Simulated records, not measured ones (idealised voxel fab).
The following process module bears the name voxel capacitor over wiring.
Displayed cross-section: cut, width of 190 nm, square cells sized 5 nm.
Cross-section layout: square cells on a grid; listed as bands, top to bottom; a band spans one or more cell rows. This entry defines a band. It first specifies the height of the band's top and the height of its bottom in nm, and then specifies the band's materials from left to right, stating each material with its width in nm. The word "throughout" identifies a single material that fills the band from edge to edge, while the word "empty" identifies empty space. The level at which height equals 0 is the one under which the wafer, as it arrives, is entirely one material. No lower edge exists for the bottom band, which continues downward and is notated as in "0..down". Width: "30->40" (first number = top row, second number = bottom row, same change from row to row of cells). The designation "nothing altered", where it is given for a processing step, indicates that no cell of the cross-section was altered in the course of that step. Entry "Trapped cavities". Content: empty spaces with no open connection to the top, size 8 cells or greater. Each: width x height at distance. Distance: from left edge. Unit: nm. Past the settings on a step's line: simulator remark, on that step. "overlay nm" answers the question of how far to the right of plan the mask lay on a step that has a mask, and when it is negative the answer is to the left.

These are the steps we planned for the process:
1. RECEIVE (material Si)
2. CONFORMAL_DEP (material SiO2; thk nm 15)
3. CONFORMAL_DEP (material SiCN; thk nm 5)
4. DIRECTIONAL_DEP (material lowk; thk nm 25)
5. PATTERN (tone open; mask id METAL_1; material resist; width nm 25; pitch nm 75; thk nm 20; overlay nm 0)
6. DIRECTIONAL_ETCH (etch materials lowk; depth nm 25)
7. DIRECTIONAL_ETCH (etch materials SiCN; depth nm 5)
8. STRIP (etch materials resist)
9. CONFORMAL_DEP (material TiN; thk nm 5)
10. FILL_DEP (material Ru; thk nm 10)
11. CMP (height nm 45)
12. CONFORMAL_DEP (material SiCN; thk nm 5)
13. DIRECTIONAL_DEP (material lowk; thk nm 15)
14. PATTERN (tone open; mask id PLUG_1; material resist; width nm 15; thk nm 15; overlay nm 0)
15. DIRECTIONAL_ETCH (etch materials lowk; depth nm 15)
16. DIRECTIONAL_ETCH (etch materials SiCN; depth nm 5)
17. STRIP (etch materials resist)
18. EPI (material Ru; thk nm 10)
19. EPI (material Ru; thk nm 10)
20. DIRECTIONAL_DEP (material TiN; thk nm 10)
21. DIRECTIONAL_DEP (material Al2O3; thk nm 5)
22. DIRECTIONAL_DEP (material TiN; thk nm 10)
23. PATTERN (tone cover; mask id UPPER_PLATE; material resist; width nm 55; thk nm 20; overlay nm 0)
24. DIRECTIONAL_ETCH (etch materials TiN; depth nm 10)
25. DIRECTIONAL_ETCH (etch materials Al2O3; depth nm 5)
26. STRIP (etch materials resist)
27. MASKED_ETCH (tone cover; mask id LOWER_PLATE; width nm 65; etch materials TiN; depth nm 10; overlay nm 0)
28. FILL_DEP (material SiO2; thk nm 15)
29. CMP (height nm 100)
30. MASKED_ETCH (tone open; mask id PLUG_2; width nm 15; etch materials SiO2; depth nm 10; overlay nm 0)
31. CONFORMAL_DEP (material TiN; thk nm 5)
32. FILL_DEP (material W; thk nm 5)
33. CMP (height nm 100)
34. CONFORMAL_DEP (material SiN; thk nm 5)

Below: the first of two wafers, run as planned:

Wafer cross-section on receipt, i.e. after step 1:
    0..down  Si throughout
    Trapped cavities: none

Once step 2 is through, the wafer looks like this in cross-section:
    15..0  SiO2 throughout
    Everything below 0 is unchanged.

Once step 3 is through, the wafer looks like this in cross-section:
    20..15  SiCN throughout
    Everything below 15 is unchanged.

Once step 4 is through, the wafer looks like this in cross-section:
    45..20  lowk throughout
    Everything below 20 is unchanged.

Once step 5 is through, the wafer looks like this in cross-section:
    65..45  resist: 45, then empty: 25, then resist: 50, then empty: 25, then resist: 45
    Everything below 45 is unchanged.

Once step 6 is through, the wafer looks like this in cross-section:
    65..45  resist: 45, then empty: 25, then resist: 50, then empty: 25, then resist: 45
    45..20  lowk: 45, then empty: 25, then lowk: 50, then empty: 25, then lowk: 45
    Everything below 20 is unchanged.

Once step 7 is through, the wafer looks like this in cross-section:
    65..45  resist: 45, then empty: 25, then resist: 50, then empty: 25, then resist: 45
    45..20  lowk: 45, then empty: 25, then lowk: 50, then empty: 25, then lowk: 45
    20..15  SiCN: 45, then empty: 25, then SiCN: 50, then empty: 25, then SiCN: 45
    Everything below 15 is unchanged.

Once step 8 is through, the wafer looks like this in cross-section:
    45..20  lowk: 45, then empty: 25, then lowk: 50, then empty: 25, then lowk: 45
    Everything below 20 is unchanged.

Once step 9 is through, the wafer looks like this in cross-section:
    50..45  TiN: 50, then empty: 15, then TiN: 60, then empty: 15, then TiN: 50
    45..20  lowk: 45, then TiN: 5, then empty: 15, then TiN: 5, then lowk: 50, then TiN: 5, then empty: 15, then TiN: 5, then lowk: 45
    20..15  SiCN: 45, then TiN: 25, then SiCN: 50, then TiN: 25, then SiCN: 45
    Everything below 15 is unchanged.

Once step 10 is through, the wafer looks like this in cross-section:
    60..50  Ru throughout
    50..45  TiN: 50, then Ru: 15, then TiN: 60, then Ru: 15, then TiN: 50
    45..20  lowk: 45, then TiN: 5, then Ru: 15, then TiN: 5, then lowk: 50, then TiN: 5, then Ru: 15, then TiN: 5, then lowk: 45
    Everything below 20 is unchanged.

Once step 11 is through, the wafer looks like this in cross-section:
    45..20  lowk: 45, then TiN: 5, then Ru: 15, then TiN: 5, then lowk: 50, then TiN: 5, then Ru: 15, then TiN: 5, then lowk: 45
    Everything below 20 is unchanged.

Once step 12 is through, the wafer looks like this in cross-section:
    50..45  SiCN throughout
    Everything below 45 is unchanged.

Once step 13 is through, the wafer looks like this in cross-section:
    65..50  lowk throughout
    Everything below 50 is unchanged.

Once step 14 is through, the wafer looks like this in cross-section:
    80..65  resist: 55, then empty: 15, then resist: 120
    Everything below 65 is unchanged.

Once step 15 is through, the wafer looks like this in cross-section:
    80..65  resist: 55, then empty: 15, then resist: 120
    65..50  lowk: 55, then empty: 15, then lowk: 120
    Everything below 50 is unchanged.

Once step 16 is through, the wafer looks like this in cross-section:
    80..65  resist: 55, then empty: 15, then resist: 120
    65..50  lowk: 55, then empty: 15, then lowk: 120
    50..45  SiCN: 55, then empty: 15, then SiCN: 120
    Everything below 45 is unchanged.

Once step 17 is through, the wafer looks like this in cross-section:
    65..50  lowk: 55, then empty: 15, then lowk: 120
    Everything below 50 is unchanged.

Once step 18 is through, the wafer looks like this in cross-section:
    65..55  lowk: 55, then empty: 15, then lowk: 120
    55..50  lowk: 55, then Ru: 15, then lowk: 120
    50..45  SiCN: 55, then Ru: 15, then SiCN: 120
    Everything below 45 is unchanged.

Once step 19 is through, the wafer looks like this in cross-section:
    65..50  lowk: 55, then Ru: 15, then lowk: 120
    Everything below 50 is unchanged.

Once step 20 is through, the wafer looks like this in cross-section:
    75..65  TiN throughout
    Everything below 65 is unchanged.

Once step 21 is through, the wafer looks like this in cross-section:
    80..75  Al2O3 throughout
    Everything below 75 is unchanged.

Once step 22 is through, the wafer looks like this in cross-section:
    90..80  TiN throughout
    Everything below 80 is unchanged.

Once step 23 is through, the wafer looks like this in cross-section:
    110..90  empty: 55, then resist: 55, then empty: 80
    Everything below 90 is unchanged.

Once step 24 is through, the wafer looks like this in cross-section:
    110..90  empty: 55, then resist: 55, then empty: 80
    90..80  empty: 55, then TiN: 55, then empty: 80
    Everything below 80 is unchanged.

Once step 25 is through, the wafer looks like this in cross-section:
    110..90  empty: 55, then resist: 55, then empty: 80
    90..80  empty: 55, then TiN: 55, then empty: 80
    80..75  empty: 55, then Al2O3: 55, then empty: 80
    Everything below 75 is unchanged.

Once step 26 is through, the wafer looks like this in cross-section:
    90..80  empty: 55, then TiN: 55, then empty: 80
    Everything below 80 is unchanged.

Once step 27 is through, the wafer looks like this in cross-section:
    90..80  empty: 55, then TiN: 55, then empty: 80
    80..75  empty: 55, then Al2O3: 55, then empty: 80
    75..65  empty: 50, then TiN: 65, then empty: 75
    Everything below 65 is unchanged.

Once step 28 is through, the wafer looks like this in cross-section:
    105..90  SiO2 throughout
    90..80  SiO2: 55, then TiN: 55, then SiO2: 80
    80..75  SiO2: 55, then Al2O3: 55, then SiO2: 80
    75..65  SiO2: 50, then TiN: 65, then SiO2: 75
    Everything below 65 is unchanged.

Once step 29 is through, the wafer looks like this in cross-section:
    100..90  SiO2 throughout
    Everything below 90 is unchanged.

Once step 30 is through, the wafer looks like this in cross-section:
    100..90  SiO2: 65, then empty: 15, then SiO2: 110
    Everything below 90 is unchanged.

Once step 31 is through, the wafer looks like this in cross-section:
    105..100  TiN: 70, then empty: 5, then TiN: 115
    100..95  SiO2: 65, then TiN: 5, then empty: 5, then TiN: 5, then SiO2: 110
    95..90  SiO2: 65, then TiN: 15, then SiO2: 110
    Everything below 90 is unchanged.

Once step 32 is through, the wafer looks like this in cross-section:
    110..105  W throughout
    105..100  TiN: 70, then W: 5, then TiN: 115
    100..95  SiO2: 65, then TiN: 5, then W: 5, then TiN: 5, then SiO2: 110
    Everything below 95 is unchanged.

Once step 33 is through, the wafer looks like this in cross-section:
    100..95  SiO2: 65, then TiN: 5, then W: 5, then TiN: 5, then SiO2: 110
    Everything below 95 is unchanged.

Once step 34 is through, the wafer looks like this in cross-section:
    105..100  SiN throughout
    Everything below 100 is unchanged.

Second wafer - shared start and plan with the first - one error in running - same as the first up to step 22 inclusive:

Look at the second wafer in cross-section at the time step 23 ought to have finished:
    110..90  resist: 55, then empty: 55, then resist: 80
    Everything below 90 is unchanged.

Look at the second wafer in cross-section at the time step 24 ought to have finished:
    110..90  resist: 55, then empty: 55, then resist: 80
    90..80  TiN: 55, then empty: 55, then TiN: 80
    Everything below 80 is unchanged.

Look at the second wafer in cross-section at the time step 25 ought to have finished:
    110..90  resist: 55, then empty: 55, then resist: 80
    90..80  TiN: 55, then empty: 55, then TiN: 80
    80..75  Al2O3: 55, then empty: 55, then Al2O3: 80
    Everything below 75 is unchanged.

Look at the second wafer in cross-section at the time step 26 ought to have finished:
    90..80  TiN: 55, then empty: 55, then TiN: 80
    Everything below 80 is unchanged.

Look at the second wafer in cross-section at the time step 27 ought to have finished:
    90..80  empty: 50, then TiN: 5, then empty: 55, then TiN: 5, then empty: 75
    Everything below 80 is unchanged.

Look at the second wafer in cross-section at the time step 28 ought to have finished:
    105..90  SiO2 throughout
    90..80  SiO2: 50, then TiN: 5, then SiO2: 55, then TiN: 5, then SiO2: 75
    80..75  Al2O3: 55, then SiO2: 55, then Al2O3: 80
    Everything below 75 is unchanged.

Look at the second wafer in cross-section at the time step 29 ought to have finished:
    100..90  SiO2 throughout
    Everything below 90 is unchanged.

Look at the second wafer in cross-section at the time step 30 ought to have finished:
    100..90  SiO2: 65, then empty: 15, then SiO2: 110
    Everything below 90 is unchanged.

Look at the second wafer in cross-section at the time step 31 ought to have finished:
    105..100  TiN: 70, then empty: 5, then TiN: 115
    100..95  SiO2: 65, then TiN: 5, then empty: 5, then TiN: 5, then SiO2: 110
    95..90  SiO2: 65, then TiN: 15, then SiO2: 110
    Everything below 90 is unchanged.

Look at the second wafer in cross-section at the time step 32 ought to have finished:
    110..105  W throughout
    105..100  TiN: 70, then W: 5, then TiN: 115
    100..95  SiO2: 65, then TiN: 5, then W: 5, then TiN: 5, then SiO2: 110
    Everything below 95 is unchanged.

Look at the second wafer in cross-section at the time step 33 ought to have finished:
    100..95  SiO2: 65, then TiN: 5, then W: 5, then TiN: 5, then SiO2: 110
    Everything below 95 is unchanged.

Look at the second wafer in cross-section at the time step 34 ought to have finished:
    105..100  SiN throughout
    Everything below 100 is unchanged.
So what did we get wrong on this run? step 23 deviated from plan and actually ran as PATTERN (tone open; mask id UPPER_PLATE; material resist; width nm 55; thk nm 20; overlay nm 0)
Looking at both finished wafers in cells, the second ends up ahead of or behind the first on some materials: +16 Al2O3; -48 SiO2; +32 TiN
